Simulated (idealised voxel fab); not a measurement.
Presented below is a process module, voxel transistor to metal.
For reference, the cross-section in this document is cut, with width 180 nm and square cells of 5 nm.
A cross-section is written here as square cells arranged in a grid, and it is given in bands from the top down, each band taking up one or more rows of cells. Basically the band line says how high the top is and how high the bottom is, in nm, and then what's in it from left to right, every material with its width in nm. Empty space shows up as "blank", and if a single material carries "everywhere" it runs the full band edge to edge. Note: height 0 marks the level under which the wafer is uniformly one material as received. Lowest band unbounded below, written "0 and below". The two numbers in a width such as "30->40" mark its ends across the band: the first belongs to the top row of cells, the second to the bottom row, and from each row to the next the width moves by the same amount. Basically "remained the same" means that step didn't change any cell in the cross-section. "Encapsulated voids": empty spaces of 8 cells or more with no open way to the top, each given as width x height at distance, distance from the left edge, all in nm. Past the settings on a step's line: simulator remark, on that step. overlay nm, on a step with a mask: how far to the right of its planned place the mask lay; to the left if negative.

So here's the lineup of process steps we planned
- 1: RECEIVE | material Si
- 2: CONFORMAL_DEP | material SiO2 | thk nm 5
- 3: CONFORMAL_DEP | material SiN | thk nm 10
- 4: PATTERN | tone cover | mask id ACTIVE | material resist | width nm 105 | thk nm 20 | overlay nm 0
- 5: DIRECTIONAL_ETCH | etch materials SiN | depth nm 10
- 6: DIRECTIONAL_ETCH | etch materials SiO2 | depth nm 5
- 7: DIRECTIONAL_ETCH | etch materials Si | depth nm 20
- 8: STRIP | etch materials resist
- 9: OXIDIZE | depth nm 5
- 10: FILL_DEP | material SiO2 | thk nm 10
- 11: CMP | height nm 15
- 12: SELECTIVE_ETCH | etch materials SiO2 | depth nm 5
- 13: STRIP | etch materials SiN
- 14: SELECTIVE_ETCH | etch materials SiO2 | depth nm 5
- 15: OXIDIZE | depth nm 5
- 16: DIRECTIONAL_DEP | material polySi | thk nm 20
- 17: DIRECTIONAL_DEP | material SiCN | thk nm 10
- 18: PATTERN | tone cover | mask id GATE | material resist | width nm 25 | thk nm 20 | overlay nm 0
- 19: DIRECTIONAL_ETCH | etch materials SiCN | depth nm 20
- 20: DIRECTIONAL_ETCH | etch materials polySi | depth nm 30
- 21: STRIP | etch materials resist
- 22: CONFORMAL_DEP | material SiN | thk nm 10
- 23: DIRECTIONAL_ETCH | etch materials SiN | depth nm 10
- 24: DIRECTIONAL_ETCH | etch materials SiO2 | depth nm 5
- 25: DIRECTIONAL_ETCH | etch materials Si | depth nm 10
- 26: EPI | material nSi | thk nm 10
- 27: FILL_DEP | material SiO2 | thk nm 10
- 28: CMP | height nm 30
- 29: DIRECTIONAL_DEP | material SiO2 | thk nm 10
- 30: DIRECTIONAL_DEP | material aC | thk nm 15
- 31: PATTERN | tone open | mask id CONTACT | material resist | width nm 25 | pitch nm 60 | thk nm 35 | overlay nm 0
- 32: DIRECTIONAL_ETCH | etch materials aC | depth nm 15
- 33: STRIP | etch materials resist
- 34: DIRECTIONAL_ETCH | etch materials SiO2 | depth nm 45
- 35: STRIP | etch materials aC
- 36: CONFORMAL_DEP | material TiN | thk nm 5
- 37: FILL_DEP | material Ru | thk nm 10
- 38: CMP | height nm 40
- 39: DIRECTIONAL_DEP | material TiN | thk nm 5
- 40: DIRECTIONAL_DEP | material W | thk nm 25
- 41: DIRECTIONAL_DEP | material aC | thk nm 15
- 42: PATTERN | tone cover | mask id METAL_1 | material resist | width nm 15 | pitch nm 70 | thk nm 35 | overlay nm 0
- 43: DIRECTIONAL_ETCH | etch materials aC | depth nm 15
- 44: STRIP | etch materials resist
- 45: DIRECTIONAL_ETCH | etch materials W | depth nm 25
- 46: DIRECTIONAL_ETCH | etch materials TiN | depth nm 5
- 47: STRIP | etch materials aC
- 48: CONFORMAL_DEP | material SiN | thk nm 5
- 49: FILL_DEP | material lowk | thk nm 10
- 50: CMP | height nm 70
- 51: CONFORMAL_DEP | material SiCN | thk nm 5
- 52: DIRECTIONAL_DEP | material lowk | thk nm 30
- 53: DIRECTIONAL_DEP | material aC | thk nm 15
- 54: PATTERN | tone open | mask id METAL_2 | material resist | width nm 15 | pitch nm 70 | thk nm 35 | overlay nm 0
- 55: DIRECTIONAL_ETCH | etch materials aC | depth nm 15
- 56: STRIP | etch materials resist
- 57: DIRECTIONAL_ETCH | etch materials lowk | depth nm 15
- 58: STRIP | etch materials aC
- 59: MASKED_ETCH | tone open | mask id METAL_2_HOLES | width nm 15 | pitch nm 70 | etch materials lowk | depth nm 15 | overlay nm 0
- 60: MASKED_ETCH | tone open | mask id METAL_2_HOLES | width nm 15 | pitch nm 70 | etch materials SiCN | depth nm 5 | overlay nm 0
- 61: CONFORMAL_DEP | material TiN | thk nm 5
- 62: FILL_DEP | material Cu | thk nm 10
- 63: CMP | height nm 105
- 64: CONFORMAL_DEP | material SiCN | thk nm 5

as received, after step 1
* 0 and below = Si everywhere
* Encapsulated voids: none

Module complete - cross-section of the first of two wafers, run according to plan
* 110 down to 105 = SiCN everywhere
* 105 down to 75 = lowk: 45 | TiN: 5 | Cu: 5 | TiN: 5 | lowk: 55 | TiN: 5 | Cu: 5 | TiN: 5 | lowk: 50
* 75 down to 70 = SiCN: 45 | TiN: 15 | SiCN: 55 | TiN: 15 | SiCN: 50
* 70 down to 45 = lowk: 40 | SiN: 5 | W: 15 | SiN: 5 | lowk: 45 | SiN: 5 | W: 15 | SiN: 5 | lowk: 45
* 45 down to 40 = SiN: 45 | TiN: 15 | SiN: 55 | TiN: 15 | SiN: 50
* 40 down to 30 = SiO2: 45 | TiN: 5 | Ru: 15->10 | TiN: 5->10 | SiO2: 35 | TiN: 5->10 | Ru: 15->10 | TiN: 5 | SiO2: 50
* 30 down to 20 = SiO2: 45 | TiN: 5 | Ru: 10 | TiN: 5 | SiN: 10 | SiCN: 25 | SiN: 10 | TiN: 5 | Ru: 10 | TiN: 5 | SiO2: 50
* 20 down to 10 = SiO2: 45 | TiN: 5 | Ru: 10 | TiN: 5 | SiN: 10 | polySi: 25 | SiN: 10 | TiN: 5 | Ru: 10 | TiN: 5 | SiO2: 50
* 10 down to 5 = SiO2: 45 | TiN: 20 | SiN: 10 | polySi: 25 | SiN: 10 | TiN: 20 | SiO2: 50
* 5 down to 0 = SiO2: 30 | SiN: 10 | SiO2: 5 | TiN: 10 | nSi: 10 | SiN: 10 | polySi: 25 | SiN: 10 | nSi: 10 | TiN: 10 | SiO2: 5 | SiN: 10 | SiO2: 35
* 0 down to -5 = SiO2: 45 | TiN: 10 | nSi: 10 | SiO2: 45 | nSi: 10 | TiN: 10 | SiO2: 50
* -5 down to -15 = SiO2: 40 | nSi: 25 | Si: 45 | nSi: 25 | SiO2: 45
* -15 down to -25 = SiO2: 40 | Si: 95 | SiO2: 45
* -25 and below = Si everywhere
* Encapsulated voids: none

The second wafer, shown in cross-section after the module: started the same way as the first and given the same plan, yet one mistake crept into how it was run
* 125 down to 120 = SiCN everywhere
* 120 down to 110 = Cu everywhere
* 110 down to 105 = TiN: 50 | Cu: 5 | TiN: 65 | Cu: 5 | TiN: 55
* 105 down to 75 = lowk: 45 | TiN: 5 | Cu: 5 | TiN: 5 | lowk: 55 | TiN: 5 | Cu: 5 | TiN: 5 | lowk: 50
* 75 down to 70 = SiCN: 45 | TiN: 15 | SiCN: 55 | TiN: 15 | SiCN: 50
* 70 down to 45 = lowk: 40 | SiN: 5 | W: 15 | SiN: 5 | lowk: 45 | SiN: 5 | W: 15 | SiN: 5 | lowk: 45
* 45 down to 40 = SiN: 45 | TiN: 15 | SiN: 55 | TiN: 15 | SiN: 50
* 40 down to 30 = SiO2: 45 | TiN: 5 | Ru: 15->10 | TiN: 5->10 | SiO2: 35 | TiN: 5->10 | Ru: 15->10 | TiN: 5 | SiO2: 50
* 30 down to 20 = SiO2: 45 | TiN: 5 | Ru: 10 | TiN: 5 | SiN: 10 | SiCN: 25 | SiN: 10 | TiN: 5 | Ru: 10 | TiN: 5 | SiO2: 50
* 20 down to 10 = SiO2: 45 | TiN: 5 | Ru: 10 | TiN: 5 | SiN: 10 | polySi: 25 | SiN: 10 | TiN: 5 | Ru: 10 | TiN: 5 | SiO2: 50
* 10 down to 5 = SiO2: 45 | TiN: 20 | SiN: 10 | polySi: 25 | SiN: 10 | TiN: 20 | SiO2: 50
* 5 down to 0 = SiO2: 30 | SiN: 10 | SiO2: 5 | TiN: 10 | nSi: 10 | SiN: 10 | polySi: 25 | SiN: 10 | nSi: 10 | TiN: 10 | SiO2: 5 | SiN: 10 | SiO2: 35
* 0 down to -5 = SiO2: 45 | TiN: 10 | nSi: 10 | SiO2: 45 | nSi: 10 | TiN: 10 | SiO2: 50
* -5 down to -15 = SiO2: 40 | nSi: 25 | Si: 45 | nSi: 25 | SiO2: 45
* -15 down to -25 = SiO2: 40 | Si: 95 | SiO2: 45
* -25 and below = Si everywhere
* Encapsulated voids: none
Processing error: no execution of plan step 63; skipped
FYI, end of process, the second wafer has more or fewer cells of some materials than the first: +74 Cu; +34 TiN
